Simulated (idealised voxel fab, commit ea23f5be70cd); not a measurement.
Herein follows the process module entitled voxel capacitor over wiring.
Cross-section cut: width 235 nm, square cells of 5 nm.
This document writes a cross-section as a grid whose cells are square, and gives it as bands, listed from the top down; one or more rows of cells form a band.
Read a band's entry like this: the first values are the height of its top and the height of its bottom in nm, and what follows is the sequence of materials from left to right, each with its width in nm. Note that "blank" is empty space, and that a single material marked "full width" reaches across the band from edge to edge.
Zero point of the height axis is 0; under it, received wafer = one material. Lowest band: continues down indefinitely, "0..down".
You'd read "30->40" like this: the band's top row of cells is as wide as the first number, its bottom row is as wide as the second, and going down, every row changes width by the same amount as the row before did.
What does "no change" mean for a step? It means no cell of the cross-section changed in that step.
"Enclosed void entries": empty spaces of 8 cells or more with no open way to the top, each given as width x height at distance, distance from the left edge, all in nm.
Anything after a step's settings on that line? It's the simulator's own note about the step.
overlay nm: on a step with a mask, how far right of its planned place the mask lay; negative means left.
So here's the lineup of process steps we planned:
1. RECEIVE, material Si
2. CONFORMAL_DEP, material SiO2, thk nm 10
3. CONFORMAL_DEP, material SiCN, thk nm 5
4. DIRECTIONAL_DEP, material SiO2, thk nm 15
5. PATTERN, tone open, mask id METAL_1, material resist, width nm 30, pitch nm 100, thk nm 20, overlay nm 0
6. DIRECTIONAL_ETCH, etch materials SiO2, depth nm 15
7. DIRECTIONAL_ETCH, etch materials SiCN, depth nm 5
8. STRIP, etch materials resist
9. CONFORMAL_DEP, material TiN, thk nm 5
10. FILL_DEP, material Cu, thk nm 5
11. CMP, height nm 30
12. CONFORMAL_DEP, material SiCN, thk nm 5
13. DIRECTIONAL_DEP, material lowk, thk nm 15
14. MASKED_ETCH, tone open, mask id PLUG_1, width nm 15, etch materials lowk, depth nm 15, overlay nm 0
15. MASKED_ETCH, tone open, mask id PLUG_1, width nm 15, etch materials SiCN, depth nm 5, overlay nm 0
16. EPI, material Ru, thk nm 10
17. EPI, material Ru, thk nm 10
18. DIRECTIONAL_DEP, material TiN, thk nm 5
19. DIRECTIONAL_DEP, material Al2O3, thk nm 5
20. DIRECTIONAL_DEP, material TiN, thk nm 5
21. MASKED_ETCH, tone cover, mask id UPPER_PLATE, width nm 75, etch materials TiN, depth nm 5, overlay nm 0
22. MASKED_ETCH, tone cover, mask id UPPER_PLATE, width nm 75, etch materials Al2O3, depth nm 5, overlay nm 0
23. PATTERN, tone cover, mask id LOWER_PLATE, material resist, width nm 85, thk nm 15, overlay nm 0
24. DIRECTIONAL_ETCH, etch materials TiN, depth nm 5
25. STRIP, etch materials resist
26. FILL_DEP, material SiO2, thk nm 15
27. CMP, height nm 75
28. DIRECTIONAL_DEP, material aC, thk nm 10
29. PATTERN, tone open, mask id PLUG_2, material resist, width nm 15, thk nm 30, overlay nm 0
30. DIRECTIONAL_ETCH, etch materials aC, depth nm 10
31. STRIP, etch materials resist
32. DIRECTIONAL_ETCH, etch materials SiO2, depth nm 10
33. STRIP, etch materials aC
34. CONFORMAL_DEP, material TiN, thk nm 5
35. FILL_DEP, material Cu, thk nm 10
36. CMP, height nm 75
37. CONFORMAL_DEP, material SiCN, thk nm 5
Wafer as received: cross-section following step 1:
	0..down | Si full width
	Enclosed void entries: none
Cross-section, end of module. Start: as above. Plan: as above. Execution: one mistake:
	80..75 | SiCN full width
	75..70 | SiO2 75 nm; TiN 5 nm; Cu 5 nm; TiN 5 nm; SiO2 145 nm
	70..60 | SiO2 75->65 nm; TiN 15->75 nm; SiO2 145->95 nm
	60..55 | SiO2 65 nm; Al2O3 75 nm; SiO2 95 nm
	55..50 | SiO2 60 nm; TiN 85 nm; SiO2 90 nm
	50..35 | lowk 65 nm; Ru 15 nm; lowk 155 nm
	35..30 | SiCN 65 nm; Ru 15 nm; SiCN 155 nm
	30..15 | SiO2 40 nm; TiN 5 nm; Cu 20 nm; TiN 5 nm; SiO2 70 nm; TiN 5 nm; Cu 20 nm; TiN 5 nm; SiO2 65 nm
	15..10 | SiCN 40 nm; TiN 30 nm; SiCN 70 nm; TiN 30 nm; SiCN 65 nm
	10..0 | SiO2 full width
	0..down | Si full width
	Enclosed void entries: none
Where did the run depart from the plan? the process deviated at step 5: the operation and settings actually run there were PATTERN, tone open, mask id METAL_1, material resist, width nm 30, pitch nm 100, thk nm 20, overlay nm -10
